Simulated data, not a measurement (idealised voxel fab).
Presented below is a process module, voxel self aligned contacts.
Pictured: cross-section cut, 250 nm wide, on a grid of 5 nm square cells.
Bands, listed from the top down, are how a cross-section gets written in this document; the cross-section itself is a grid of square cells, and a band is one or more rows of them.
This entry defines a band. It first specifies the height of the band's top and the height of its bottom in nm, and then specifies the band's materials from left to right, stating each material with its width in nm. The word "throughout" identifies a single material that fills the band from edge to edge, while the word "blank" identifies empty space.
Heights from 0 (as-received wafer is one material below). Bottom band endless downward, as "from 0 down".
When a width is written as two numbers, as in "30..40", the first number is the width in the top row of cells of the band and the second is the width in its bottom row, and the width changes by the same amount from each row to the next.
It should be understood that the words "nothing got changed", when stated for a given step, signify that the cross-section underwent no change in any of its cells during that step.
Listed in "Enclosed internal voids": every empty space of 8 or more cells without an open way to the top. Form: width x height at distance, the distance being from the left edge, all in nm.
What comes after the settings on a step's line is commentary from the simulator itself on that step.
overlay nm: mask offset rightward from planned place, masked step; negative means leftward offset.
### Steps in the process plan
1: RECEIVE: material Si
2: OXIDIZE: depth nm 5
3: DIRECTIONAL_DEP: material polySi, thk nm 25
4: DIRECTIONAL_DEP: material SiN, thk nm 20
5: DIRECTIONAL_DEP: material aC, thk nm 15
6: PATTERN: tone cover, mask id GATE, material resist, width nm 30, pitch nm 75, thk nm 30, overlay nm 0
7: DIRECTIONAL_ETCH: etch materials aC, depth nm 5
8: STRIP: etch materials resist
9: DIRECTIONAL_ETCH: etch materials SiN, depth nm 20
10: DIRECTIONAL_ETCH: etch materials polySi, depth nm 25
11: STRIP: etch materials aC
12: CONFORMAL_DEP: material SiN, thk nm 10
13: DIRECTIONAL_ETCH: etch materials SiN, depth nm 10
14: FILL_DEP: material SiO2, thk nm 15
15: CMP: height nm 55
16: DIRECTIONAL_DEP: material aC, thk nm 15
17: PATTERN: tone open, mask id CONTACT, material resist, width nm 55, thk nm 30, overlay nm 0
18: DIRECTIONAL_ETCH: etch materials aC, depth nm 15
19: STRIP: etch materials resist
20: DIRECTIONAL_ETCH: etch materials SiO2, depth nm 60
21: STRIP: etch materials aC
22: CONFORMAL_DEP: material TiN, thk nm 5
23: FILL_DEP: material W, thk nm 5
24: CMP: height nm 55
25: CONFORMAL_DEP: material SiCN, thk nm 5
Quick note for whoever runs this: the wafers start identical, but the depth nm at step 7 isn't the same across them. The plan just shows what the first wafer had.
### The first of several wafers in cross-section, exactly as it reached us after step 1
    from 0 down  Si throughout
    Enclosed internal voids: none
### Below, a row for every wafer. Read it as the end-of-module picture: for each material the wafer shows its cells gained (+) or lost (-) since it was received, and then its closed voids
depth nm 5, -50 Si, +50 SiCN, +200 SiN, +128 SiO2, +13 TiN, +9 W, +250 polySi, Enclosed internal voids: none
depth nm 10, -50 Si, +50 SiCN, +200 SiN, +128 SiO2, +13 TiN, +9 W, +250 polySi, Enclosed internal voids: none
depth nm 15, -50 Si, +50 SiCN, +120 SiN, +348 SiO2, +33 TiN, +39 W, +60 polySi, Enclosed internal voids: none
depth nm 20, -50 Si, +50 SiCN, +120 SiN, +348 SiO2, +33 TiN, +39 W, +60 polySi, Enclosed internal voids: none
depth nm 25, -50 Si, +50 SiCN, +120 SiN, +348 SiO2, +33 TiN, +39 W, +60 polySi, Enclosed internal voids: none
depth nm 30, -50 Si, +50 SiCN, +120 SiN, +348 SiO2, +33 TiN, +39 W, +60 polySi, Enclosed internal voids: none
